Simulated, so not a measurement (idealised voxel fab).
Presented below is a process module, voxel self aligned vias.
Shown is cross-section cut, with a width of 215 nm and square cells of size 5 nm.
Just so we're on the same page, the cross-sections are grids of square cells, and they're listed out in bands top to bottom, each band one or more rows deep. Each band's line starts with the height of the band's top and of its bottom, in nm. Then come its materials from left to right, each with its width in nm. One material with "full width" fills the band from edge to edge. "empty" is empty space. Counting heights begins at 0, where everything beneath is, in the wafer as received, one material. The lowest band has no bottom; it goes on downwards, as "0 down" shows. So if you see something like "30..40" for the width, read it as the top row of the band sitting at the first number and the bottom row at the second, with every row in between moving by the same amount as the last. Step marked "remained unchanged"? Then no cell in the cross-section changed in it. Each empty space that has no open way to the top and spans at least 8 cells appears under "Cavities, closed" as width x height at distance, the distance counted from the left edge, all in nm. Read whatever lies past the settings on a step's line as the simulator's own remark about the step. For masked steps, "overlay nm" on the step line gives how far right of plan the mask actually lay; a minus sign means it lay to the left. Quick note on how to read the rest: it's all pairs. You get the cross-section before a process step and the one after, but the after one only goes down as far as the lowest band that changed. The step in between, with its settings, sits under the pair. Heads up, the pairs can come from different runs of this module on the same starting wafer, so don't assume a pair picks up from the one above unless its "Prior to processing" entry says it does.

PRIOR TO PROCESSING
  65 to 55 | W full width
  55 to 50 | TiN (55), W (30), TiN (40), W (30), TiN (60)
  50 to 25 | lowk (50), TiN (5), W (30), TiN (5), lowk (30), TiN (5), W (30), TiN (5), lowk (55)
  25 to 20 | lowk (50), TiN (40), lowk (30), TiN (40), lowk (55)
  20 to 15 | SiCN full width
  15 to 0 | SiO2 full width
  0 down | Si full width
  Cavities, closed: none

RESULT OF STEP
  50 to 25 | lowk (50), TiN (5), W (30), TiN (5), lowk (30), TiN (5), W (30), TiN (5), lowk (55)
  No changes below 25.
  Cavities, closed: none
The step that takes the structure from the upper cross-section to the lower one is CMP [height nm 50]

Prior to processing: the after view from the pair directly above serves as the before view here.

RESULT OF STEP
  50 to 45 | lowk (50), empty (40), lowk (30), empty (40), lowk (55)
  No changes below 45.
  Cavities, closed: none
The step that takes the structure from the upper cross-section to the lower one is SELECTIVE_ETCH [etch materials W Ru TiN] [depth nm 5]

Prior to processing: the after view from the pair directly above serves as the before view here.

RESULT OF STEP
  55 to 50 | SiN full width
  50 to 45 | lowk (50), SiN (40), lowk (30), SiN (40), lowk (55)
  No changes below 45.
  Cavities, closed: none
The step that takes the structure from the upper cross-section to the lower one is FILL_DEP [material SiN] [thk nm 5]

Prior to processing: the after view from the pair directly above serves as the before view here.

RESULT OF STEP
  50 to 45 | lowk (50), SiN (40), lowk (30), SiN (40), lowk (55)
  No changes below 45.
  Cavities, closed: none
The step that takes the structure from the upper cross-section to the lower one is CMP [height nm 50]

Prior to processing: the after view from the pair directly above serves as the before view here.

RESULT OF STEP
  65 to 50 | lowk full width
  No changes below 50.
  Cavities, closed: none
The step that takes the structure from the upper cross-section to the lower one is DIRECTIONAL_DEP [material lowk] [thk nm 15]

Prior to processing: the after view from the pair directly above serves as the before view here.

RESULT OF STEP
  65 to 50 | lowk (45), empty (50), lowk (20), empty (50), lowk (50)
  No changes below 50.
  Cavities, closed: none
The step that takes the structure from the upper cross-section to the lower one is MASKED_ETCH [tone open] [mask id VIAS] [width nm 50] [pitch nm 70] [etch materials lowk] [depth nm 15] [overlay nm 0]

Prior to processing: the after view from the pair directly above serves as the before view here.

RESULT OF STEP
  65 to 50 | lowk (45), empty (50), lowk (20), empty (50), lowk (50)
  50 to 45 | lowk (50), empty (40), lowk (30), empty (40), lowk (55)
  No changes below 45.
  Cavities, closed: none
The step that takes the structure from the upper cross-section to the lower one is MASKED_ETCH [tone open] [mask id VIAS] [width nm 50] [pitch nm 70] [etch materials SiN] [depth nm 5] [overlay nm 0]

Prior to processing: the after view from the pair directly above serves as the before view here.

RESULT OF STEP
  70 to 65 | TiN (50), empty (40), TiN (30), empty (40), TiN (55)
  65 to 55 | lowk (45), TiN (5), empty (40), TiN (5), lowk (20), TiN (5), empty (40), TiN (5), lowk (50)
  55 to 50 | lowk (45), TiN (10), empty (30), TiN (10), lowk (20), TiN (10), empty (30), TiN (10), lowk (50)
  50 to 45 | lowk (50), TiN (40), lowk (30), TiN (40), lowk (55)
  No changes below 45.
  Cavities, closed: none
The step that takes the structure from the upper cross-section to the lower one is CONFORMAL_DEP [material TiN] [thk nm 5]

Prior to processing: the after view from the pair directly above serves as the before view here.

RESULT OF STEP
  75 to 70 | W full width
  70 to 65 | TiN (50), W (40), TiN (30), W (40), TiN (55)
  65 to 55 | lowk (45), TiN (5), W (40), TiN (5), lowk (20), TiN (5), W (40), TiN (5), lowk (50)
  55 to 50 | lowk (45), TiN (10), W (30), TiN (10), lowk (20), TiN (10), W (30), TiN (10), lowk (50)
  No changes below 50.
  Cavities, closed: none
The step that takes the structure from the upper cross-section to the lower one is FILL_DEP [material W] [thk nm 5]

Prior to processing: the after view from the pair directly above serves as the before view here.

RESULT OF STEP
  65 to 55 | lowk (45), TiN (5), W (40), TiN (5), lowk (20), TiN (5), W (40), TiN (5), lowk (50)
  No changes below 55.
  Cavities, closed: none
The step that takes the structure from the upper cross-section to the lower one is CMP [height nm 65]

Prior to processing: the after view from the pair directly above serves as the before view here.

RESULT OF STEP
  70 to 65 | SiCN full width
  No changes below 65.
  Cavities, closed: none
The step that takes the structure from the upper cross-section to the lower one is CONFORMAL_DEP [material SiCN] [thk nm 5]

PRIOR TO PROCESSING
  50 to 20 | lowk full width
  20 to 15 | SiCN full width
  15 to 0 | SiO2 full width
  0 down | Si full width
  Cavities, closed: none

RESULT OF STEP
  65 to 50 | resist (65), empty (30), resist (40), empty (30), resist (50)
  No changes below 50.
  Cavities, closed: none
The step that takes the structure from the upper cross-section to the lower one is PATTERN [tone open] [mask id LINES] [material resist] [width nm 30] [pitch nm 70] [thk nm 15] [overlay nm 10]

Prior to processing: the after view from the pair directly above serves as the before view here.

RESULT OF STEP
  65 to 50 | resist (65), empty (30), resist (40), empty (30), resist (50)
  50 to 20 | lowk (65), empty (30), lowk (40), empty (30), lowk (50)
  No changes below 20.
  Cavities, closed: none
The step that takes the structure from the upper cross-section to the lower one is DIRECTIONAL_ETCH [etch materials lowk] [depth nm 30]

Prior to processing: the after view from the pair directly above serves as the before view here.

RESULT OF STEP
  50 to 20 | lowk (65), empty (30), lowk (40), empty (30), lowk (50)
  No changes below 20.
  Cavities, closed: none
The step that takes the structure from the upper cross-section to the lower one is STRIP [etch materials resist]

Prior to processing: the after view from the pair directly above serves as the before view here.

RESULT OF STEP
  55 to 50 | TiN (70), empty (20), TiN (50), empty (20), TiN (55)
  50 to 25 | lowk (65), TiN (5), empty (20), TiN (5), lowk (40), TiN (5), empty (20), TiN (5), lowk (50)
  25 to 20 | lowk (65), TiN (30), lowk (40), TiN (30), lowk (50)
  No changes below 20.
  Cavities, closed: none
The step that takes the structure from the upper cross-section to the lower one is CONFORMAL_DEP [material TiN] [thk nm 5]

Prior to processing: the after view from the pair directly above serves as the before view here.

RESULT OF STEP
  65 to 55 | W full width
  55 to 50 | TiN (70), W (20), TiN (50), W (20), TiN (55)
  50 to 25 | lowk (65), TiN (5), W (20), TiN (5), lowk (40), TiN (5), W (20), TiN (5), lowk (50)
  No changes below 25.
  Cavities, closed: none
The step that takes the structure from the upper cross-section to the lower one is FILL_DEP [material W] [thk nm 10]

Prior to processing: the after view from the pair directly above serves as the before view here.

RESULT OF STEP
  50 to 25 | lowk (65), TiN (5), W (20), TiN (5), lowk (40), TiN (5), W (20), TiN (5), lowk (50)
  No changes below 25.
  Cavities, closed: none
The step that takes the structure from the upper cross-section to the lower one is CMP [height nm 50]

Prior to processing: the after view from the pair directly above serves as the before view here.

RESULT OF STEP
  50 to 45 | lowk (65), empty (30), lowk (40), empty (30), lowk (50)
  No changes below 45.
  Cavities, closed: none
The step that takes the structure from the upper cross-section to the lower one is SELECTIVE_ETCH [etch materials W Ru TiN] [depth nm 5]

Prior to processing: the after view from the pair directly above serves as the before view here.

RESULT OF STEP
  55 to 50 | SiN full width
  50 to 45 | lowk (65), SiN (30), lowk (40), SiN (30), lowk (50)
  No changes below 45.
  Cavities, closed: none
The step that takes the structure from the upper cross-section to the lower one is FILL_DEP [material SiN] [thk nm 5]

Prior to processing: the after view from the pair directly above serves as the before view here.

RESULT OF STEP
  50 to 45 | lowk (65), SiN (30), lowk (40), SiN (30), lowk (50)
  No changes below 45.
  Cavities, closed: none
The step that takes the structure from the upper cross-section to the lower one is CMP [height nm 50]

Prior to processing: the after view from the pair directly above serves as the before view here.

RESULT OF STEP
  65 to 50 | lowk full width
  No changes below 50.
  Cavities, closed: none
The step that takes the structure from the upper cross-section to the lower one is DIRECTIONAL_DEP [material lowk] [thk nm 15]

Prior to processing: the after view from the pair directly above serves as the before view here.

RESULT OF STEP
  65 to 50 | lowk (45), empty (50), lowk (20), empty (50), lowk (50)
  No changes below 50.
  Cavities, closed: none
The step that takes the structure from the upper cross-section to the lower one is MASKED_ETCH [tone open] [mask id VIAS] [width nm 50] [pitch nm 70] [etch materials lowk] [depth nm 15] [overlay nm 0]

Prior to processing: the after view from the pair directly above serves as the before view here.

RESULT OF STEP
  65 to 50 | lowk (45), empty (50), lowk (20), empty (50), lowk (50)
  50 to 45 | lowk (65), empty (30), lowk (40), empty (30), lowk (50)
  No changes below 45.
  Cavities, closed: none
The step that takes the structure from the upper cross-section to the lower one is MASKED_ETCH [tone open] [mask id VIAS] [width nm 50] [pitch nm 70] [etch materials SiN] [depth nm 5] [overlay nm 0]

Prior to processing: the after view from the pair directly above serves as the before view here.

RESULT OF STEP
  70 to 65 | TiN (50), empty (40), TiN (30), empty (40), TiN (55)
  65 to 55 | lowk (45), TiN (5), empty (40), TiN (5), lowk (20), TiN (5), empty (40), TiN (5), lowk (50)
  55 to 50 | lowk (45), TiN (25), empty (20), TiN (5), lowk (20), TiN (25), empty (20), TiN (5), lowk (50)
  50 to 45 | lowk (65), TiN (30), lowk (40), TiN (30), lowk (50)
  No changes below 45.
  Cavities, closed: none
The step that takes the structure from the upper cross-section to the lower one is CONFORMAL_DEP [material TiN] [thk nm 5]

Prior to processing: the after view from the pair directly above serves as the before view here.

RESULT OF STEP
  75 to 70 | W full width
  70 to 65 | TiN (50), W (40), TiN (30), W (40), TiN (55)
  65 to 55 | lowk (45), TiN (5), W (40), TiN (5), lowk (20), TiN (5), W (40), TiN (5), lowk (50)
  55 to 50 | lowk (45), TiN (25), W (20), TiN (5), lowk (20), TiN (25), W (20), TiN (5), lowk (50)
  No changes below 50.
  Cavities, closed: none
The step that takes the structure from the upper cross-section to the lower one is FILL_DEP [material W] [thk nm 5]

Prior to processing: the after view from the pair directly above serves as the before view here.

RESULT OF STEP
  65 to 55 | lowk (45), TiN (5), W (40), TiN (5), lowk (20), TiN (5), W (40), TiN (5), lowk (50)
  No changes below 55.
  Cavities, closed: none
The step that takes the structure from the upper cross-section to the lower one is CMP [height nm 65]

Prior to processing: the after view from the pair directly above serves as the before view here.

RESULT OF STEP
  70 to 65 | SiCN full width
  No changes below 65.
  Cavities, closed: none
The step that takes the structure from the upper cross-section to the lower one is CONFORMAL_DEP [material SiCN] [thk nm 5]

PRIOR TO PROCESSING
  50 to 45 | lowk (55), empty (30), lowk (40), empty (30), lowk (60)
  45 to 25 | lowk (55), TiN (5), W (20), TiN (5), lowk (40), TiN (5), W (20), TiN (5), lowk (60)
  25 to 20 | lowk (55), TiN (30), lowk (40), TiN (30), lowk (60)
  20 to 15 | SiCN full width
  15 to 0 | SiO2 full width
  0 down | Si full width
  Cavities, closed: none

RESULT OF STEP
  55 to 50 | SiO2 full width
  50 to 45 | lowk (55), SiO2 (30), lowk (40), SiO2 (30), lowk (60)
  No changes below 45.
  Cavities, closed: none
The step that takes the structure from the upper cross-section to the lower one is FILL_DEP [material SiO2] [thk nm 5]

Prior to processing: the after view from the pair directly above serves as the before view here.

RESULT OF STEP
  50 to 45 | lowk (55), SiO2 (30), lowk (40), SiO2 (30), lowk (60)
  No changes below 45.
  Cavities, closed: none
The step that takes the structure from the upper cross-section to the lower one is CMP [height nm 50]

Prior to processing: the after view from the pair directly above serves as the before view here.

RESULT OF STEP
  65 to 50 | lowk full width
  No changes below 50.
  Cavities, closed: none
The step that takes the structure from the upper cross-section to the lower one is DIRECTIONAL_DEP [material lowk] [thk nm 15]

Prior to processing: the after view from the pair directly above serves as the before view here.

RESULT OF STEP
  65 to 50 | lowk (45), empty (50), lowk (20), empty (50), lowk (50)
  No changes below 50.
  Cavities, closed: none
The step that takes the structure from the upper cross-section to the lower one is MASKED_ETCH [tone open] [mask id VIAS] [width nm 50] [pitch nm 70] [etch materials lowk] [depth nm 15] [overlay nm 0]

Prior to processing: the after view from the pair directly above serves as the before view here.

RESULT OF STEP
  70 to 65 | TiN (50), empty (40), TiN (30), empty (40), TiN (55)
  65 to 55 | lowk (45), TiN (5), empty (40), TiN (5), lowk (20), TiN (5), empty (40), TiN (5), lowk (50)
  55 to 50 | lowk (45), TiN (50), lowk (20), TiN (50), lowk (50)
  No changes below 50.
  Cavities, closed: none
The step that takes the structure from the upper cross-section to the lower one is CONFORMAL_DEP [material TiN] [thk nm 5]

Prior to processing: the after view from the pair directly above serves as the before view here.

RESULT OF STEP
  75 to 70 | W full width
  70 to 65 | TiN (50), W (40), TiN (30), W (40), TiN (55)
  65 to 55 | lowk (45), TiN (5), W (40), TiN (5), lowk (20), TiN (5), W (40), TiN (5), lowk (50)
  No changes below 55.
  Cavities, closed: none
The step that takes the structure from the upper cross-section to the lower one is FILL_DEP [material W] [thk nm 5]

Prior to processing: the after view from the pair directly above serves as the before view here.

RESULT OF STEP
  65 to 55 | lowk (45), TiN (5), W (40), TiN (5), lowk (20), TiN (5), W (40), TiN (5), lowk (50)
  No changes below 55.
  Cavities, closed: none
The step that takes the structure from the upper cross-section to the lower one is CMP [height nm 65]

Prior to processing: the after view from the pair directly above serves as the before view here.

RESULT OF STEP
  70 to 65 | SiCN full width
  No changes below 65.
  Cavities, closed: none
The step that takes the structure from the upper cross-section to the lower one is CONFORMAL_DEP [material SiCN] [thk nm 5]

PRIOR TO PROCESSING
  65 to 50 | lowk full width
  50 to 45 | lowk (55), SiN (30), lowk (40), SiN (30), lowk (60)
  45 to 25 | lowk (55), TiN (5), W (20), TiN (5), lowk (40), TiN (5), W (20), TiN (5), lowk (60)
  25 to 20 | lowk (55), TiN (30), lowk (40), TiN (30), lowk (60)
  20 to 15 | SiCN full width
  15 to 0 | SiO2 full width
  0 down | Si full width
  Cavities, closed: none

RESULT OF STEP
  65 to 50 | empty (45), lowk (50), empty (20), lowk (50), empty (50)
  No changes below 50.
  Cavities, closed: none
The step that takes the structure from the upper cross-section to the lower one is MASKED_ETCH [tone cover] [mask id VIAS] [width nm 50] [pitch nm 70] [etch materials lowk] [depth nm 15] [overlay nm 0]

Prior to processing: the after view from the pair directly above serves as the before view here.

RESULT OF STEP
  70 to 65 | empty (40), TiN (60), empty (10), TiN (60), empty (45)
  65 to 55 | empty (40), TiN (5), lowk (50), TiN (5), empty (10), TiN (5), lowk (50), TiN (5), empty (45)
  55 to 50 | TiN (45), lowk (50), TiN (20), lowk (50), TiN (50)
  No changes below 50.
  Cavities, closed: none
The step that takes the structure from the upper cross-section to the lower one is CONFORMAL_DEP [material TiN] [thk nm 5]

Prior to processing: the after view from the pair directly above serves as the before view here.

RESULT OF STEP
  75 to 70 | W full width
  70 to 65 | W (40), TiN (60), W (10), TiN (60), W (45)
  65 to 55 | W (40), TiN (5), lowk (50), TiN (5), W (10), TiN (5), lowk (50), TiN (5), W (45)
  No changes below 55.
  Cavities, closed: none
The step that takes the structure from the upper cross-section to the lower one is FILL_DEP [material W] [thk nm 5]

Prior to processing: the after view from the pair directly above serves as the before view here.

RESULT OF STEP
  65 to 55 | W (40), TiN (5), lowk (50), TiN (5), W (10), TiN (5), lowk (50), TiN (5), W (45)
  No changes below 55.
  Cavities, closed: none
The step that takes the structure from the upper cross-section to the lower one is CMP [height nm 65]

Prior to processing: the after view from the pair directly above serves as the before view here.

RESULT OF STEP
  70 to 65 | SiCN full width
  No changes below 65.
  Cavities, closed: none
The step that takes the structure from the upper cross-section to the lower one is CONFORMAL_DEP [material SiCN] [thk nm 5]
